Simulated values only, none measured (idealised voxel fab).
Title: Process Module voxel tone inversion
Section cut is 160 nm wide and gridded with 5 nm square cells.
In this document a cross-section is written as a grid of square cells. It is given as a series of bands, listed from the top down, and a band is one or more rows of cells.
Band entry format. Leading values: height of top, height of bottom, nm. Remainder: materials in left-to-right order, each with its width in nm. Special words: "throughout" on a single material, which then fills the band edge to edge; "blank", empty space.
Convention: height 0 is the level below which the wafer, as received, is all one material. The lowest band does not terminate at the bottom but continues downward, represented as "top 0, no bottom".
Graded width ("30->40"): value in top row of band = first number; value in bottom row = second number; row-to-row change constant.
You'll sometimes find "remains unaltered" written for a step, and that's the way of saying that nowhere in the cross-section did a cell change during that step.
"Fully sealed voids": sealed empty spaces, 8 cells or more, no open way to top, listed width x height at distance, with distance from the left edge and width, height and distance in nm.
The remark found on a step's line after its settings is issued by the simulator itself and pertains to that step.
overlay nm: how far to the right of its planned place the mask lay on this masked step (negative: to the left).

## So here's the lineup of process steps we planned
1. RECEIVE (material Si)
2. CONFORMAL_DEP (material SiCN; thk nm 5)
3. DIRECTIONAL_DEP (material polySi; thk nm 25)
4. PATTERN (tone cover; mask id POSTS; material resist; width nm 25; pitch nm 50; thk nm 35; overlay nm 0)
5. DIRECTIONAL_ETCH (etch materials polySi; depth nm 25)
6. STRIP (etch materials resist)
7. FILL_DEP (material SiO2; thk nm 10)
8. CMP (height nm 30)
9. STRIP (etch materials polySi)

## As-received state of the wafer in cross-section, equivalent to post-step 1
- top 0, no bottom  Si throughout
- Fully sealed voids: none

## Looking at the first of two wafers in cross-section at end of module - ran to plan
- top 30, bottom 5  SiO2 (40) / blank (25) / SiO2 (25) / blank (25) / SiO2 (45)
- top 5, bottom 0  SiCN throughout
- top 0, no bottom  Si throughout
- Fully sealed voids: none

## Wafer two, sectioned after the module: the first wafer's start, the first wafer's plan, and one mistake in how it was run
- top 35, bottom 30  SiO2 throughout
- top 30, bottom 5  SiO2 (40) / polySi (25) / SiO2 (25) / polySi (25) / SiO2 (45)
- top 5, bottom 0  SiCN throughout
- top 0, no bottom  Si throughout
- Fully sealed voids: none
Heads up, the wafer didn't run the way we planned it: step 8: run off-plan, actual operation and settings CMP (height nm 35)
at the end the second wafer has, in cells: SiO2: 32 more, polySi: 50 more
